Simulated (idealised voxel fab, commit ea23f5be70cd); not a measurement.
process module | voxel transistor to metal
cross-section cut | 150 nm wide | cells 5 nm
A cross-section is a grid of square cells, given in bands from the top down. A band is one or more rows of cells.
Each band's line starts with the height of the band's top and of its bottom, in nm. Then come its materials from left to right, each with its width in nm. One material with "throughout" fills the band from edge to edge. "air" is empty space.
Height 0 is the level under which the wafer as received is all one material. The lowest band goes on downwards, as in "0 down".
A width such as "30 to 40" changes by the same amount from each row of cells to the next, from the band's top row to its bottom row.
"no change" after a step means that no cell of the cross-section changed.
closed voids: empty space of 8 cells or more with no open way to the top, each as width x height at its distance from the left edge, in nm
after a step's settings: what the simulator itself notes on the step
overlay nm, on a step with a mask: how far to the right of its planned place the mask lay; to the left if negative
plan
1 op RECEIVE | material Si
2 op OXIDIZE | depth nm 5
3 op CONFORMAL_DEP | material SiN | thk nm 10
4 op MASKED_ETCH | tone cover | mask id ACTIVE | width nm 110 | etch materials SiN | depth nm 10 | overlay nm 0
5 op MASKED_ETCH | tone cover | mask id ACTIVE | width nm 110 | etch materials SiO2 | depth nm 5 | overlay nm 0
6 op MASKED_ETCH | tone cover | mask id ACTIVE | width nm 110 | etch materials Si | depth nm 30 | overlay nm 0
7 op OXIDIZE | depth nm 5
8 op FILL_DEP | material SiO2 | thk nm 10
9 op CMP | height nm 10
10 op SELECTIVE_ETCH | etch materials SiO2 | depth nm 5
11 op STRIP | etch materials SiN
12 op SELECTIVE_ETCH | etch materials SiO2 | depth nm 5
13 op OXIDIZE | depth nm 5
14 op DIRECTIONAL_DEP | material polySi | thk nm 25
15 op DIRECTIONAL_DEP | material SiCN | thk nm 10
16 op PATTERN | tone cover | mask id GATE | material resist | width nm 30 | thk nm 20 | overlay nm 0
17 op DIRECTIONAL_ETCH | etch materials SiCN | depth nm 20
18 op DIRECTIONAL_ETCH | etch materials polySi | depth nm 35
19 op STRIP | etch materials resist
20 op CONFORMAL_DEP | material SiN | thk nm 10
21 op DIRECTIONAL_ETCH | etch materials SiN | depth nm 10
22 op DIRECTIONAL_ETCH | etch materials SiO2 | depth nm 5
23 op EPI | material SiGe | thk nm 5
24 op FILL_DEP | material SiO2 | thk nm 5
25 op CMP | height nm 20
26 op STRIP | etch materials polySi
27 op SELECTIVE_ETCH | etch materials SiO2 | depth nm 5
28 op CONFORMAL_DEP | material HfO2 | thk nm 5
29 op CONFORMAL_DEP | material TiN | thk nm 5
30 op FILL_DEP | material W | thk nm 10
31 op CMP | height nm 15
32 op DIRECTIONAL_DEP | material SiO2 | thk nm 10
33 op MASKED_ETCH | tone open | mask id CONTACT | width nm 20 | pitch nm 80 | etch materials SiO2 | depth nm 30 | overlay nm 0
34 op CONFORMAL_DEP | material TiN | thk nm 5
35 op FILL_DEP | material W | thk nm 10
36 op CMP | height nm 25
37 op DIRECTIONAL_DEP | material TiN | thk nm 5
38 op DIRECTIONAL_DEP | material W | thk nm 20
39 op DIRECTIONAL_DEP | material aC | thk nm 15
40 op PATTERN | tone cover | mask id METAL_1 | material resist | width nm 20 | pitch nm 80 | thk nm 35 | overlay nm 0
41 op DIRECTIONAL_ETCH | etch materials aC | depth nm 15
42 op STRIP | etch materials resist
43 op DIRECTIONAL_ETCH | etch materials W | depth nm 20
44 op DIRECTIONAL_ETCH | etch materials TiN | depth nm 5
45 op STRIP | etch materials aC
46 op CONFORMAL_DEP | material SiN | thk nm 5
47 op FILL_DEP | material lowk | thk nm 10
48 op CMP | height nm 50
49 op CONFORMAL_DEP | material SiN | thk nm 5
first wafer, as planned
as received, after step 1
  0 down: Si throughout
  closed voids: none
after step 2
  0 to -5: SiO2 throughout
  below -5: unchanged
after step 3
  10 to 0: SiN throughout
  below 0: unchanged
after step 4
  10 to 0: air 20 | SiN 110 | air 20
  below 0: unchanged
after step 5
  10 to 0: air 20 | SiN 110 | air 20
  0 to -5: air 20 | SiO2 110 | air 20
  below -5: unchanged
after step 6
  10 to 0: air 20 | SiN 110 | air 20
  0 to -5: air 20 | SiO2 110 | air 20
  -5 to -35: air 20 | Si 110 | air 20
  below -35: unchanged
after step 7
  10 to 0: air 20 | SiN 110 | air 20
  0 to -5: air 20 | SiO2 110 | air 20
  -5 to -35: air 20 | SiO2 5 | Si 100 | SiO2 5 | air 20
  -35 to -40: SiO2 25 | Si 100 | SiO2 25
  below -40: unchanged
after step 8
  20 to 10: SiO2 throughout
  10 to 0: SiO2 20 | SiN 110 | SiO2 20
  0 to -5: SiO2 throughout
  -5 to -40: SiO2 25 | Si 100 | SiO2 25
  below -40: unchanged
after step 9
  10 to 0: SiO2 20 | SiN 110 | SiO2 20
  below 0: unchanged
after step 10
  10 to 5: air 20 | SiN 110 | air 20
  below 5: unchanged
after step 11
  5 to 0: SiO2 20 | air 110 | SiO2 20
  below 0: unchanged
after step 12
  0 to -5: SiO2 15 | air 120 | SiO2 15
  below -5: unchanged
after step 13
  0 to -5: SiO2 15 | air 120 | SiO2 15
  -5 to -10: SiO2 throughout
  below -10: unchanged
after step 14
  25 to 20: polySi 15 | air 120 | polySi 15
  20 to 0: polySi throughout
  0 to -5: SiO2 15 | polySi 120 | SiO2 15
  below -5: unchanged
after step 15
  35 to 30: SiCN 15 | air 120 | SiCN 15
  30 to 25: SiCN throughout
  25 to 20: polySi 15 | SiCN 120 | polySi 15
  below 20: unchanged
after step 16
  55 to 35: air 60 | resist 30 | air 60
  35 to 30: SiCN 15 | air 45 | resist 30 | air 45 | SiCN 15
  below 30: unchanged
after step 17
  55 to 30: air 60 | resist 30 | air 60
  30 to 25: air 60 | SiCN 30 | air 60
  25 to 20: polySi 15 | air 45 | SiCN 30 | air 45 | polySi 15
  below 20: unchanged
after step 18
  55 to 30: air 60 | resist 30 | air 60
  30 to 20: air 60 | SiCN 30 | air 60
  20 to 0: air 60 | polySi 30 | air 60
  0 to -5: SiO2 15 | air 45 | polySi 30 | air 45 | SiO2 15
  below -5: unchanged
after step 19
  30 to 20: air 60 | SiCN 30 | air 60
  below 20: unchanged
after step 20
  40 to 30: air 50 | SiN 50 | air 50
  30 to 20: air 50 | SiN 10 | SiCN 30 | SiN 10 | air 50
  20 to 10: air 50 | SiN 10 | polySi 30 | SiN 10 | air 50
  10 to 5: SiN 25 | air 25 | SiN 10 | polySi 30 | SiN 10 | air 25 | SiN 25
  5 to 0: SiN 60 | polySi 30 | SiN 60
  0 to -5: SiO2 15 | SiN 45 | polySi 30 | SiN 45 | SiO2 15
  below -5: unchanged
after step 21
  30 to 20: air 50 | SiN 10 | SiCN 30 | SiN 10 | air 50
  20 to 0: air 50 | SiN 10 | polySi 30 | SiN 10 | air 50
  0 to -5: SiO2 15 | SiN 10 | air 25 | SiN 10 | polySi 30 | SiN 10 | air 25 | SiN 10 | SiO2 15
  below -5: unchanged
after step 22
  30 to 20: air 50 | SiN 10 | SiCN 30 | SiN 10 | air 50
  20 to 0: air 50 | SiN 10 | polySi 30 | SiN 10 | air 50
  0 to -5: air 15 | SiN 10 | air 25 | SiN 10 | polySi 30 | SiN 10 | air 25 | SiN 10 | air 15
  -5 to -10: SiO2 25 | air 25 | SiO2 50 | air 25 | SiO2 25
  below -10: unchanged
after step 23
  30 to 20: air 50 | SiN 10 | SiCN 30 | SiN 10 | air 50
  20 to 0: air 50 | SiN 10 | polySi 30 | SiN 10 | air 50
  0 to -5: air 15 | SiN 10 | air 25 | SiN 10 | polySi 30 | SiN 10 | air 25 | SiN 10 | air 15
  -5 to -10: SiO2 25 | SiGe 25 | SiO2 50 | SiGe 25 | SiO2 25
  below -10: unchanged
after step 24
  35 to 30: SiO2 throughout
  30 to 20: SiO2 50 | SiN 10 | SiCN 30 | SiN 10 | SiO2 50
  20 to 0: SiO2 50 | SiN 10 | polySi 30 | SiN 10 | SiO2 50
  0 to -5: SiO2 15 | SiN 10 | SiO2 25 | SiN 10 | polySi 30 | SiN 10 | SiO2 25 | SiN 10 | SiO2 15
  below -5: unchanged
after step 25
  20 to 0: SiO2 50 | SiN 10 | polySi 30 | SiN 10 | SiO2 50
  below 0: unchanged
after step 26
  20 to 0: SiO2 50 | SiN 10 | air 30 | SiN 10 | SiO2 50
  0 to -5: SiO2 15 | SiN 10 | SiO2 25 | SiN 10 | air 30 | SiN 10 | SiO2 25 | SiN 10 | SiO2 15
  below -5: unchanged
after step 27
  20 to 15: air 50 | SiN 10 | air 30 | SiN 10 | air 50
  15 to 0: SiO2 50 | SiN 10 | air 30 | SiN 10 | SiO2 50
  0 to -5: SiO2 15 | SiN 10 | SiO2 25 | SiN 10 | air 30 | SiN 10 | SiO2 25 | SiN 10 | SiO2 15
  -5 to -10: SiO2 25 | SiGe 25 | SiO2 5 | air 40 | SiO2 5 | SiGe 25 | SiO2 25
  below -10: unchanged
after step 28
  25 to 20: air 45 | HfO2 20 | air 20 | HfO2 20 | air 45
  20 to 15: HfO2 50 | SiN 10 | HfO2 5 | air 20 | HfO2 5 | SiN 10 | HfO2 50
  15 to 0: SiO2 50 | SiN 10 | HfO2 5 | air 20 | HfO2 5 | SiN 10 | SiO2 50
  0 to -5: SiO2 15 | SiN 10 | SiO2 25 | SiN 10 | HfO2 5 | air 20 | HfO2 5 | SiN 10 | SiO2 25 | SiN 10 | SiO2 15
  -5 to -10: SiO2 25 | SiGe 25 | SiO2 5 | HfO2 40 | SiO2 5 | SiGe 25 | SiO2 25
  below -10: unchanged
after step 29
  30 to 25: air 40 | TiN 30 | air 10 | TiN 30 | air 40
  25 to 20: TiN 45 | HfO2 20 | TiN 5 | air 10 | TiN 5 | HfO2 20 | TiN 45
  20 to 15: HfO2 50 | SiN 10 | HfO2 5 | TiN 5 | air 10 | TiN 5 | HfO2 5 | SiN 10 | HfO2 50
  15 to 0: SiO2 50 | SiN 10 | HfO2 5 | TiN 5 | air 10 | TiN 5 | HfO2 5 | SiN 10 | SiO2 50
  0 to -5: SiO2 15 | SiN 10 | SiO2 25 | SiN 10 | HfO2 5 | TiN 20 | HfO2 5 | SiN 10 | SiO2 25 | SiN 10 | SiO2 15
  below -5: unchanged
after step 30
  40 to 30: W throughout
  30 to 25: W 40 | TiN 30 | W 10 | TiN 30 | W 40
  25 to 20: TiN 45 | HfO2 20 | TiN 5 | W 10 | TiN 5 | HfO2 20 | TiN 45
  20 to 15: HfO2 50 | SiN 10 | HfO2 5 | TiN 5 | W 10 | TiN 5 | HfO2 5 | SiN 10 | HfO2 50
  15 to 0: SiO2 50 | SiN 10 | HfO2 5 | TiN 5 | W 10 | TiN 5 | HfO2 5 | SiN 10 | SiO2 50
  below 0: unchanged
after step 31
  15 to 0: SiO2 50 | SiN 10 | HfO2 5 | TiN 5 | W 10 | TiN 5 | HfO2 5 | SiN 10 | SiO2 50
  below 0: unchanged
after step 32
  25 to 15: SiO2 throughout
  below 15: unchanged
after step 33
  25 to 15: SiO2 25 | air 20 | SiO2 60 | air 20 | SiO2 25
  15 to 0: SiO2 25 | air 20 | SiO2 5 | SiN 10 | HfO2 5 | TiN 5 | W 10 | TiN 5 | HfO2 5 | SiN 10 | SiO2 5 | air 20 | SiO2 25
  0 to -5: SiO2 15 | SiN 10 | air 20 | SiO2 5 | SiN 10 | HfO2 5 | TiN 20 | HfO2 5 | SiN 10 | SiO2 5 | air 20 | SiN 10 | SiO2 15
  below -5: unchanged
after step 34
  30 to 25: TiN 30 | air 10 | TiN 70 | air 10 | TiN 30
  25 to 15: SiO2 25 | TiN 5 | air 10 | TiN 5 | SiO2 60 | TiN 5 | air 10 | TiN 5 | SiO2 25
  15 to 0: SiO2 25 | TiN 5 | air 10 | TiN 5 | SiO2 5 | SiN 10 | HfO2 5 | TiN 5 | W 10 | TiN 5 | HfO2 5 | SiN 10 | SiO2 5 | TiN 5 | air 10 | TiN 5 | SiO2 25
  0 to -5: SiO2 15 | SiN 10 | TiN 20 | SiO2 5 | SiN 10 | HfO2 5 | TiN 20 | HfO2 5 | SiN 10 | SiO2 5 | TiN 20 | SiN 10 | SiO2 15
  below -5: unchanged
after step 35
  40 to 30: W throughout
  30 to 25: TiN 30 | W 10 | TiN 70 | W 10 | TiN 30
  25 to 15: SiO2 25 | TiN 5 | W 10 | TiN 5 | SiO2 60 | TiN 5 | W 10 | TiN 5 | SiO2 25
  15 to 0: SiO2 25 | TiN 5 | W 10 | TiN 5 | SiO2 5 | SiN 10 | HfO2 5 | TiN 5 | W 10 | TiN 5 | HfO2 5 | SiN 10 | SiO2 5 | TiN 5 | W 10 | TiN 5 | SiO2 25
  below 0: unchanged
after step 36
  25 to 15: SiO2 25 | TiN 5 | W 10 | TiN 5 | SiO2 60 | TiN 5 | W 10 | TiN 5 | SiO2 25
  below 15: unchanged
after step 37
  30 to 25: TiN throughout
  below 25: unchanged
after step 38
  50 to 30: W throughout
  below 30: unchanged
after step 39
  65 to 50: aC throughout
  below 50: unchanged
after step 40
  100 to 65: air 25 | resist 20 | air 60 | resist 20 | air 25
  below 65: unchanged
after step 41
  85 to 65: air 25 | resist 20 | air 60 | resist 20 | air 25
  65 to 50: air 25 | aC 20 | air 60 | aC 20 | air 25
  below 50: unchanged
after step 42
  65 to 50: air 25 | aC 20 | air 60 | aC 20 | air 25
  below 50: unchanged
after step 43
  65 to 50: air 25 | aC 20 | air 60 | aC 20 | air 25
  50 to 30: air 25 | W 20 | air 60 | W 20 | air 25
  below 30: unchanged
after step 44
  65 to 50: air 25 | aC 20 | air 60 | aC 20 | air 25
  50 to 30: air 25 | W 20 | air 60 | W 20 | air 25
  30 to 25: air 25 | TiN 20 | air 60 | TiN 20 | air 25
  below 25: unchanged
after step 45
  50 to 30: air 25 | W 20 | air 60 | W 20 | air 25
  below 30: unchanged
after step 46
  55 to 50: air 20 | SiN 30 | air 50 | SiN 30 | air 20
  50 to 30: air 20 | SiN 5 | W 20 | SiN 5 | air 50 | SiN 5 | W 20 | SiN 5 | air 20
  30 to 25: SiN 25 | TiN 20 | SiN 60 | TiN 20 | SiN 25
  below 25: unchanged
after step 47
  65 to 55: lowk throughout
  55 to 50: lowk 20 | SiN 30 | lowk 50 | SiN 30 | lowk 20
  50 to 30: lowk 20 | SiN 5 | W 20 | SiN 5 | lowk 50 | SiN 5 | W 20 | SiN 5 | lowk 20
  below 30: unchanged
after step 48
  50 to 30: lowk 20 | SiN 5 | W 20 | SiN 5 | lowk 50 | SiN 5 | W 20 | SiN 5 | lowk 20
  below 30: unchanged
after step 49
  55 to 50: SiN throughout
  below 50: unchanged
second wafer: like start, like plan, one mistake. Through step 34 it matches the first wafer
when step 35 should have ended
  40 to 30: SiCN throughout
  30 to 25: TiN 30 | SiCN 10 | TiN 70 | SiCN 10 | TiN 30
  25 to 15: SiO2 25 | TiN 5 | SiCN 10 | TiN 5 | SiO2 60 | TiN 5 | SiCN 10 | TiN 5 | SiO2 25
  15 to 0: SiO2 25 | TiN 5 | SiCN 10 | TiN 5 | SiO2 5 | SiN 10 | HfO2 5 | TiN 5 | W 10 | TiN 5 | HfO2 5 | SiN 10 | SiO2 5 | TiN 5 | SiCN 10 | TiN 5 | SiO2 25
  below 0: unchanged
when step 36 should have ended
  25 to 15: SiO2 25 | TiN 5 | SiCN 10 | TiN 5 | SiO2 60 | TiN 5 | SiCN 10 | TiN 5 | SiO2 25
  below 15: unchanged
when step 37 should have ended
  30 to 25: TiN throughout
  below 25: unchanged
when step 38 should have ended
  50 to 30: W throughout
  below 30: unchanged
when step 39 should have ended
  65 to 50: aC throughout
  below 50: unchanged
when step 40 should have ended
  100 to 65: air 25 | resist 20 | air 60 | resist 20 | air 25
  below 65: unchanged
when step 41 should have ended
  85 to 65: air 25 | resist 20 | air 60 | resist 20 | air 25
  65 to 50: air 25 | aC 20 | air 60 | aC 20 | air 25
  below 50: unchanged
when step 42 should have ended
  65 to 50: air 25 | aC 20 | air 60 | aC 20 | air 25
  below 50: unchanged
when step 43 should have ended
  65 to 50: air 25 | aC 20 | air 60 | aC 20 | air 25
  50 to 30: air 25 | W 20 | air 60 | W 20 | air 25
  below 30: unchanged
when step 44 should have ended
  65 to 50: air 25 | aC 20 | air 60 | aC 20 | air 25
  50 to 30: air 25 | W 20 | air 60 | W 20 | air 25
  30 to 25: air 25 | TiN 20 | air 60 | TiN 20 | air 25
  below 25: unchanged
when step 45 should have ended
  50 to 30: air 25 | W 20 | air 60 | W 20 | air 25
  below 30: unchanged
when step 46 should have ended
  55 to 50: air 20 | SiN 30 | air 50 | SiN 30 | air 20
  50 to 30: air 20 | SiN 5 | W 20 | SiN 5 | air 50 | SiN 5 | W 20 | SiN 5 | air 20
  30 to 25: SiN 25 | TiN 20 | SiN 60 | TiN 20 | SiN 25
  below 25: unchanged
when step 47 should have ended
  65 to 55: lowk throughout
  55 to 50: lowk 20 | SiN 30 | lowk 50 | SiN 30 | lowk 20
  50 to 30: lowk 20 | SiN 5 | W 20 | SiN 5 | lowk 50 | SiN 5 | W 20 | SiN 5 | lowk 20
  below 30: unchanged
when step 48 should have ended
  50 to 30: lowk 20 | SiN 5 | W 20 | SiN 5 | lowk 50 | SiN 5 | W 20 | SiN 5 | lowk 20
  below 30: unchanged
when step 49 should have ended
  55 to 50: SiN throughout
  below 50: unchanged
what went wrong: step 35 ran as: op FILL_DEP | material SiCN | thk nm 10
at the end the second wafer has, in cells: 20 more of SiCN | 20 fewer of W
